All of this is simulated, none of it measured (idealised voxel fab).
Module name: voxel spacer lines (process module)
Cross-section cut spans 245 nm and uses square cells 5 nm in size.
Reading order for cross-sections: top band down to bottom band. Underlying form: a grid of square cells. Band size: one or more rows of cells.
In this notation a band is specified by the heights of its top and bottom, in that order and in nm, after which its materials appear from left to right, each paired with its width in nm. The word "full width" attached to a single material means that material fills the band from edge to edge; the word "empty" stands for empty space.
All heights in this document are referenced to 0, defined as the level beneath which the wafer, as received, consists entirely of one material. The lowest band is not bounded below; it extends indefinitely downward and is written in the form "0..down".
Note: "30->40" means the width goes from the first number (top row of the band) to the second number (bottom row) in equal steps per row of cells.
The cross-section has no changed cell in any step marked "no modifications".
Entry "Voids, fully enclosed". Content: empty spaces with no open connection to the top, size 8 cells or greater. Each: width x height at distance. Distance: from left edge. Unit: nm.
It should be noted that, on the line of a given step, the content following the step's settings is a remark produced by the simulator itself with respect to that step.
overlay nm: mask right of planned place by this much (step with mask). Neg. = left.
[Intended process steps]
1,RECEIVE [material Si]
2,CONFORMAL_DEP [material Al2O3] [thk nm 5]
3,DIRECTIONAL_DEP [material TiN] [thk nm 10]
4,DIRECTIONAL_DEP [material aC] [thk nm 25]
5,PATTERN [tone cover] [mask id MANDREL] [material resist] [width nm 20] [pitch nm 60] [thk nm 30] [overlay nm 0]
6,DIRECTIONAL_ETCH [etch materials aC] [depth nm 25]
7,STRIP [etch materials resist]
8,CONFORMAL_DEP [material SiO2] [thk nm 10]
9,DIRECTIONAL_ETCH [etch materials SiO2] [depth nm 10]
10,STRIP [etch materials aC]
11,DIRECTIONAL_ETCH [etch materials TiN] [depth nm 10]
12,STRIP [etch materials SiO2]
13,FILL_DEP [material lowk] [thk nm 5]
14,CMP [height nm 15]
[Wafer as received: cross-section following step 1]
0..down: Si full width
Voids, fully enclosed: none
[Wafer cross-section at module end: first of two, run to plan]
15..5: 70 of lowk; 10 of TiN; 20 of lowk; 10 of TiN; 20 of lowk; 10 of TiN; 20 of lowk; 10 of TiN; 75 of lowk
5..0: Al2O3 full width
0..down: Si full width
Voids, fully enclosed: none
[End-of-module cross-section of the second wafer: identical starting point and process plan to the first, with one processing mistake]
10..5: 70 of lowk; 10 of TiN; 20 of lowk; 10 of TiN; 20 of lowk; 10 of TiN; 20 of lowk; 10 of TiN; 75 of lowk
5..0: Al2O3 full width
0..down: Si full width
Voids, fully enclosed: none
So what did we get wrong on this run? heads up, step 14 didn't go per plan, it actually ran as CMP [height nm 10]
Looking at both finished wafers in cells, the second ends up ahead of or behind the first on some materials: TiN: 8 fewer; lowk: 41 fewer
